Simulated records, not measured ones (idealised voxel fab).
Process module heading - voxel wiring stack
Displayed cross-section: cut, width of 160 nm, square cells sized 5 nm.
Cross-section layout: square cells on a grid; listed as bands, top to bottom; a band spans one or more cell rows. Basically the band line says how high the top is and how high the bottom is, in nm, and then what's in it from left to right, every material with its width in nm. Empty space shows up as "blank", and if a single material carries "throughout" it runs the full band edge to edge. Height is counted from the level 0, under which the received wafer is composed throughout of one material. The lowest of the bands is not closed at the bottom but continues downward, in the notation "0 and below". Width: "30 to 40" (first number = top row, second number = bottom row, same change from row to row of cells). Key: "all unchanged" - step with no changed cell in the cross-section. "Closed voids list" means: voids of 8 cells or more that are shut off from the top with no open way through. Written width x height at distance, distance from the left edge, in nm. Read whatever lies past the settings on a step's line as the simulator's own remark about the step. You can add "overlay nm" to a step's line. For a step with a mask, it describes how far the mask lay to the right of its planned position, and a negative number describes a lay to the left.

Planned step list for the process
1 RECEIVE, material Si
2 CONFORMAL_DEP, material SiO2, thk nm 15
3 DIRECTIONAL_DEP, material TiN, thk nm 5
4 DIRECTIONAL_DEP, material W, thk nm 20
5 MASKED_ETCH, tone cover, mask id METAL_1, width nm 20, pitch nm 50, etch materials W, depth nm 20, overlay nm 0
6 MASKED_ETCH, tone cover, mask id METAL_1, width nm 20, pitch nm 50, etch materials TiN, depth nm 5, overlay nm 0
7 FILL_DEP, material SiO2, thk nm 10
8 CMP, height nm 40
9 CONFORMAL_DEP, material SiCN, thk nm 5
10 DIRECTIONAL_DEP, material SiO2, thk nm 20
11 DIRECTIONAL_DEP, material aC, thk nm 15
12 PATTERN, tone open, mask id PLUG_1, material resist, width nm 15, pitch nm 50, thk nm 35, overlay nm 0
13 DIRECTIONAL_ETCH, etch materials aC, depth nm 15
14 STRIP, etch materials resist
15 DIRECTIONAL_ETCH, etch materials SiO2, depth nm 20
16 DIRECTIONAL_ETCH, etch materials SiCN, depth nm 5
17 STRIP, etch materials aC
18 EPI, material Ru, thk nm 10
19 EPI, material Ru, thk nm 10
20 EPI, material Ru, thk nm 5
21 DIRECTIONAL_DEP, material TiN, thk nm 5
22 DIRECTIONAL_DEP, material Ru, thk nm 25
23 PATTERN, tone cover, mask id METAL_2, material resist, width nm 20, pitch nm 50, thk nm 15, overlay nm 0
24 DIRECTIONAL_ETCH, etch materials Ru, depth nm 25
25 DIRECTIONAL_ETCH, etch materials TiN, depth nm 5
26 STRIP, etch materials resist
27 FILL_DEP, material SiO2, thk nm 10
28 CMP, height nm 95
29 CONFORMAL_DEP, material SiCN, thk nm 5

Wafer cross-section on receipt, i.e. after step 1
    0 and below  Si throughout
    Closed voids list: none

First wafer of two, sectioned at end of module; run went per plan
    100 down to 95  SiCN throughout
    95 down to 70  SiO2 (20), then Ru (20), then SiO2 (30), then Ru (20), then SiO2 (30), then Ru (20), then SiO2 (20)
    70 down to 65  SiO2 (20), then TiN (20), then SiO2 (30), then TiN (20), then SiO2 (30), then TiN (20), then SiO2 (20)
    65 down to 45  SiO2 (20), then Ru (15), then SiO2 (35), then Ru (15), then SiO2 (35), then Ru (15), then SiO2 (25)
    45 down to 40  SiCN (20), then Ru (15), then SiCN (35), then Ru (15), then SiCN (35), then Ru (15), then SiCN (25)
    40 down to 20  SiO2 (20), then W (20), then SiO2 (30), then W (20), then SiO2 (30), then W (20), then SiO2 (20)
    20 down to 15  SiO2 (20), then TiN (20), then SiO2 (30), then TiN (20), then SiO2 (30), then TiN (20), then SiO2 (20)
    15 down to 0  SiO2 throughout
    0 and below  Si throughout
    Closed voids list: none

End-of-module cross-section of the second wafer: identical starting point and process plan to the first, with one processing mistake
    100 down to 95  SiCN throughout
    95 down to 90  SiO2 (20), then TiN (20), then SiO2 (30), then TiN (20), then SiO2 (30), then TiN (20), then SiO2 (20)
    90 down to 65  Ru throughout
    65 down to 45  SiO2 (20), then Ru (15), then SiO2 (35), then Ru (15), then SiO2 (35), then Ru (15), then SiO2 (25)
    45 down to 40  SiCN (20), then Ru (15), then SiCN (35), then Ru (15), then SiCN (35), then Ru (15), then SiCN (25)
    40 down to 20  SiO2 (20), then W (20), then SiO2 (30), then W (20), then SiO2 (30), then W (20), then SiO2 (20)
    20 down to 15  SiO2 (20), then TiN (20), then SiO2 (30), then TiN (20), then SiO2 (30), then TiN (20), then SiO2 (20)
    15 down to 0  SiO2 throughout
    0 and below  Si throughout
    Closed voids list: none
So what did we get wrong on this run? steps 21 and 22 of the plan were run in the wrong order, each in the other's place
Wrapping up, a cell-based count of both wafers puts the second over or under the first for these materials: +100 Ru; -100 SiO2
